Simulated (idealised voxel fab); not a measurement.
Module name: voxel transistor to metal (process module)
Cross-sectional view cut (width: 300 nm; square cell size: 5 nm).
If you're reading a cross-section in this doc, picture square cells in a grid; it comes to you as bands, top ones listed first down to the bottom, and a band can be one or more rows of cells. What a band's entry tells you: where the top is and where the bottom is, as heights in nm, and after that what lies inside, material by material from left to right, each with its width in nm. Empty space is written as the word "air", and a single material marked with the word "throughout" occupies the band from edge to edge. Height 0 is the level under which the wafer as received is all one material. The lowest band goes on downwards, as in "from 0 down". A width given as "30..40" starts at the first number in the band's top row and ends at the second number in its bottom row, shifting by an equal amount at every step from row to row. You'll sometimes find "nothing got changed" written for a step, and that's the way of saying that nowhere in the cross-section did a cell change during that step. So "Enclosed cavities" is basically the list of trapped voids: any empty space of 8 cells or more that can't reach the top through an opening. They're written width x height at distance, the distance being from the left edge, and it's all nm. Step line, after settings: the simulator's comment on this step. Each step line may optionally specify "overlay nm", which for a step with a mask gives the rightward distance between the mask's planned place and where it lay, a negative value indicating the leftward direction.

### Process steps foreseen in the plan
1 RECEIVE with material Si
2 CONFORMAL_DEP with material SiO2, thk nm 5
3 CONFORMAL_DEP with material SiN, thk nm 15
4 PATTERN with tone cover, mask id ACTIVE, material resist, width nm 100, pitch nm 125, thk nm 15, overlay nm 0
5 DIRECTIONAL_ETCH with etch materials SiN, depth nm 15
6 DIRECTIONAL_ETCH with etch materials SiO2, depth nm 5
7 DIRECTIONAL_ETCH with etch materials Si, depth nm 20
8 STRIP with etch materials resist
9 FILL_DEP with material SiO2, thk nm 10
10 CMP with height nm 20
11 SELECTIVE_ETCH with etch materials SiO2, depth nm 15
12 STRIP with etch materials SiN
13 SELECTIVE_ETCH with etch materials SiO2, depth nm 5
14 OXIDIZE with depth nm 5
15 DIRECTIONAL_DEP with material polySi, thk nm 30
16 DIRECTIONAL_DEP with material SiCN, thk nm 10
17 PATTERN with tone cover, mask id GATE, material resist, width nm 20, pitch nm 125, thk nm 20, overlay nm 0
18 DIRECTIONAL_ETCH with etch materials SiCN, depth nm 20
19 DIRECTIONAL_ETCH with etch materials polySi, depth nm 40
20 STRIP with etch materials resist
21 CONFORMAL_DEP with material SiO2, thk nm 5
22 DIRECTIONAL_ETCH with etch materials SiO2, depth nm 5
23 CONFORMAL_DEP with material SiN, thk nm 5
24 DIRECTIONAL_ETCH with etch materials SiN, depth nm 5
25 DIRECTIONAL_ETCH with etch materials SiO2, depth nm 5
26 DIRECTIONAL_ETCH with etch materials Si, depth nm 10
27 EPI with material pSi, thk nm 15
28 FILL_DEP with material SiO2, thk nm 10
29 CMP with height nm 40
30 DIRECTIONAL_DEP with material SiO2, thk nm 10
31 PATTERN with tone open, mask id CONTACT, material resist, width nm 30, thk nm 20, overlay nm 0
32 DIRECTIONAL_ETCH with etch materials SiO2, depth nm 50
33 STRIP with etch materials resist
34 CONFORMAL_DEP with material TiN, thk nm 5
35 FILL_DEP with material Ru, thk nm 5
36 CMP with height nm 50
37 DIRECTIONAL_DEP with material TiN, thk nm 5
38 DIRECTIONAL_DEP with material W, thk nm 25
39 DIRECTIONAL_DEP with material aC, thk nm 10
40 PATTERN with tone cover, mask id METAL_1, material resist, width nm 15, thk nm 30, overlay nm 0
41 DIRECTIONAL_ETCH with etch materials aC, depth nm 10
42 STRIP with etch materials resist
43 DIRECTIONAL_ETCH with etch materials W, depth nm 25
44 DIRECTIONAL_ETCH with etch materials TiN, depth nm 5
45 STRIP with etch materials aC
46 CONFORMAL_DEP with material SiCN, thk nm 5
47 FILL_DEP with material SiO2, thk nm 10
48 CMP with height nm 80
49 CONFORMAL_DEP with material SiCN, thk nm 5

### Shown in cross-section is the wafer as received, that is, as it stands after step 1
  from 0 down  Si throughout
  Enclosed cavities: none

### Here's the cross-section of the first of our two wafers at the end of the module - it ran as planned
  from 85 to 80  SiCN throughout
  from 80 to 55  35 SiO2, 5 SiCN, 15 W, 5 SiCN, 50 SiO2, 5 SiCN, 15 W, 5 SiCN, 25 SiO2, 5 SiCN, 15 W, 5 SiCN, 50 SiO2, 5 SiCN, 15 W, 5 SiCN, 40 SiO2
  from 55 to 50  40 SiCN, 15 TiN, 60 SiCN, 15 TiN, 35 SiCN, 15 TiN, 60 SiCN, 15 TiN, 45 SiCN
  from 50 to 40  40 SiO2, 5 TiN, 20..15 Ru, 5..10 TiN, 30 SiO2, 5..10 TiN, 20..15 Ru, 5 TiN, 35 SiO2, 5 TiN, 20..15 Ru, 5..10 TiN, 30 SiO2, 5..10 TiN, 20..15 Ru, 5 TiN, 45 SiO2
  from 40 to 30  40 SiO2, 5 TiN, 15 Ru, 5 TiN, 5 SiN, 5 SiO2, 20 SiCN, 5 SiO2, 5 SiN, 5 TiN, 15 Ru, 5 TiN, 35 SiO2, 5 TiN, 15 Ru, 5 TiN, 5 SiN, 5 SiO2, 20 SiCN, 5 SiO2, 5 SiN, 5 TiN, 15 Ru, 5 TiN, 45 SiO2
  from 30 to 15  40 SiO2, 5 TiN, 15 Ru, 5 TiN, 5 SiN, 5 SiO2, 20 polySi, 5 SiO2, 5 SiN, 5 TiN, 15 Ru, 5 TiN, 35 SiO2, 5 TiN, 15 Ru, 5 TiN, 5 SiN, 5 SiO2, 20 polySi, 5 SiO2, 5 SiN, 5 TiN, 15 Ru, 5 TiN, 45 SiO2
  from 15 to 10  40 SiO2, 25 TiN, 5 SiN, 5 SiO2, 20 polySi, 5 SiO2, 5 SiN, 25 TiN, 35 SiO2, 25 TiN, 5 SiN, 5 SiO2, 20 polySi, 5 SiO2, 5 SiN, 25 TiN, 45 SiO2
  from 10 to 0  40 SiO2, 10 TiN, 15 pSi, 5 SiN, 5 SiO2, 20 polySi, 5 SiO2, 5 SiN, 15 pSi, 10 TiN, 35 SiO2, 10 TiN, 15 pSi, 5 SiN, 5 SiO2, 20 polySi, 5 SiO2, 5 SiN, 15 pSi, 10 TiN, 45 SiO2
  from 0 to -5  30 SiO2, 35 pSi, 40 SiO2, 35 pSi, 15 SiO2, 35 pSi, 40 SiO2, 35 pSi, 35 SiO2
  from -5 to -15  35 SiO2, 30 pSi, 40 Si, 30 pSi, 25 SiO2, 30 pSi, 40 Si, 30 pSi, 40 SiO2
  from -15 to -20  35 SiO2, 100 Si, 25 SiO2, 100 Si, 40 SiO2
  from -20 down  Si throughout
  Enclosed cavities: none

### Presented here is a cross-section of the second of the two wafers as it stood at the end of the module. It was started in the same manner and assigned the same plan as the first wafer; however, one mistake was made in its execution
  from 85 to 80  SiCN throughout
  from 80 to 55  35 SiO2, 5 SiCN, 15 W, 5 SiCN, 50 SiO2, 5 SiCN, 15 W, 5 SiCN, 25 SiO2, 5 SiCN, 15 W, 5 SiCN, 50 SiO2, 5 SiCN, 15 W, 5 SiCN, 40 SiO2
  from 55 to 50  40 SiCN, 15 TiN, 60 SiCN, 15 TiN, 35 SiCN, 15 TiN, 60 SiCN, 15 TiN, 45 SiCN
  from 50 to 40  45 SiO2, 5 TiN, 15..10 Ru, 5..10 TiN, 35 SiO2, 5 TiN, 15 Ru, 5 TiN, 40 SiO2, 5 TiN, 15..10 Ru, 5..10 TiN, 35 SiO2, 5 TiN, 15 Ru, 5 TiN, 45 SiO2
  from 40 to 30  45 SiO2, 5 TiN, 10 Ru, 5 TiN, 5 SiN, 5 SiO2, 20 SiCN, 5 SiO2, 5 SiN, 5 TiN, 15 Ru, 5 TiN, 40 SiO2, 5 TiN, 10 Ru, 5 TiN, 5 SiN, 5 SiO2, 20 SiCN, 5 SiO2, 5 SiN, 5 TiN, 15 Ru, 5 TiN, 45 SiO2
  from 30 to 15  45 SiO2, 5 TiN, 10 Ru, 5 TiN, 5 SiN, 5 SiO2, 20 polySi, 5 SiO2, 5 SiN, 5 TiN, 15 Ru, 5 TiN, 40 SiO2, 5 TiN, 10 Ru, 5 TiN, 5 SiN, 5 SiO2, 20 polySi, 5 SiO2, 5 SiN, 5 TiN, 15 Ru, 5 TiN, 45 SiO2
  from 15 to 10  45 SiO2, 20 TiN, 5 SiN, 5 SiO2, 20 polySi, 5 SiO2, 5 SiN, 25 TiN, 40 SiO2, 20 TiN, 5 SiN, 5 SiO2, 20 polySi, 5 SiO2, 5 SiN, 25 TiN, 45 SiO2
  from 10 to 0  45 SiO2, 5 TiN, 15 pSi, 5 SiN, 5 SiO2, 20 polySi, 5 SiO2, 5 SiN, 15 pSi, 10 TiN, 40 SiO2, 5 TiN, 15 pSi, 5 SiN, 5 SiO2, 20 polySi, 5 SiO2, 5 SiN, 15 pSi, 10 TiN, 45 SiO2
  from 0 to -5  30 SiO2, 35 pSi, 40 SiO2, 35 pSi, 15 SiO2, 35 pSi, 40 SiO2, 35 pSi, 35 SiO2
  from -5 to -15  35 SiO2, 30 pSi, 40 Si, 30 pSi, 25 SiO2, 30 pSi, 40 Si, 30 pSi, 40 SiO2
  from -15 to -20  35 SiO2, 100 Si, 25 SiO2, 100 Si, 40 SiO2
  from -20 down  Si throughout
  Enclosed cavities: none
Diagnosis: step 31, actual vs plan mismatch, actual run PATTERN with tone open, mask id CONTACT, material resist, width nm 25, thk nm 20, overlay nm 0
Final cells, second wafer relative to first, materials higher or lower: 16 fewer of Ru | 24 more of SiO2 | 8 fewer of TiN
